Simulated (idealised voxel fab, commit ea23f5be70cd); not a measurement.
process module | voxel fin reveal
cross-section cut | 175 nm wide | cells 5 nm
A cross-section is a grid of square cells, given in bands from the top down. A band is one or more rows of cells.
Each band's line starts with the height of the band's top and of its bottom, in nm. Then come its materials from left to right, each with its width in nm. One material with "throughout" fills the band from edge to edge. "air" is empty space.
Height 0 is the level under which the wafer as received is all one material. The lowest band goes on downwards, as in "0 down".
A width such as "30 to 40" changes by the same amount from each row of cells to the next, from the band's top row to its bottom row.
"no change" after a step means that no cell of the cross-section changed.
closed voids: empty space of 8 cells or more with no open way to the top, each as width x height at its distance from the left edge, in nm
after a step's settings: what the simulator itself notes on the step
overlay nm, on a step with a mask: how far to the right of its planned place the mask lay; to the left if negative
plan
1 op RECEIVE | material Si
2 op CONFORMAL_DEP | material SiN | thk nm 5
3 op MASKED_ETCH | tone cover | mask id FINS | width nm 15 | pitch nm 40 | etch materials SiN | depth nm 5 | overlay nm 0
4 op MASKED_ETCH | tone cover | mask id FINS | width nm 15 | pitch nm 40 | etch materials Si | depth nm 30 | overlay nm 0
5 op FILL_DEP | material SiO2 | thk nm 10
6 op CMP | height nm 5
7 op SELECTIVE_ETCH | etch materials SiO2 | depth nm 25
8 op STRIP | etch materials SiN
as received, after step 1
  0 down: Si throughout
  closed voids: none
first wafer at the end, as planned
  0 to -20: air 40 | Si 15 | air 25 | Si 15 | air 25 | Si 15 | air 40
  -20 to -30: SiO2 40 | Si 15 | SiO2 25 | Si 15 | SiO2 25 | Si 15 | SiO2 40
  -30 down: Si throughout
  closed voids: none
second wafer at the end: like start, like plan, one mistake
  0 to -20: air 40 | Si 15 | air 25 | Si 15 | air 25 | Si 15 | air 40
  -20 to -25: SiO2 40 | Si 15 | SiO2 25 | Si 15 | SiO2 25 | Si 15 | SiO2 40
  -25 down: Si throughout
  closed voids: none
what went wrong: step 4 ran as: op MASKED_ETCH | tone cover | mask id FINS | width nm 15 | pitch nm 40 | etch materials Si | depth nm 25 | overlay nm 0
at the end the second wafer has, in cells: 26 more of Si | 26 fewer of SiO2
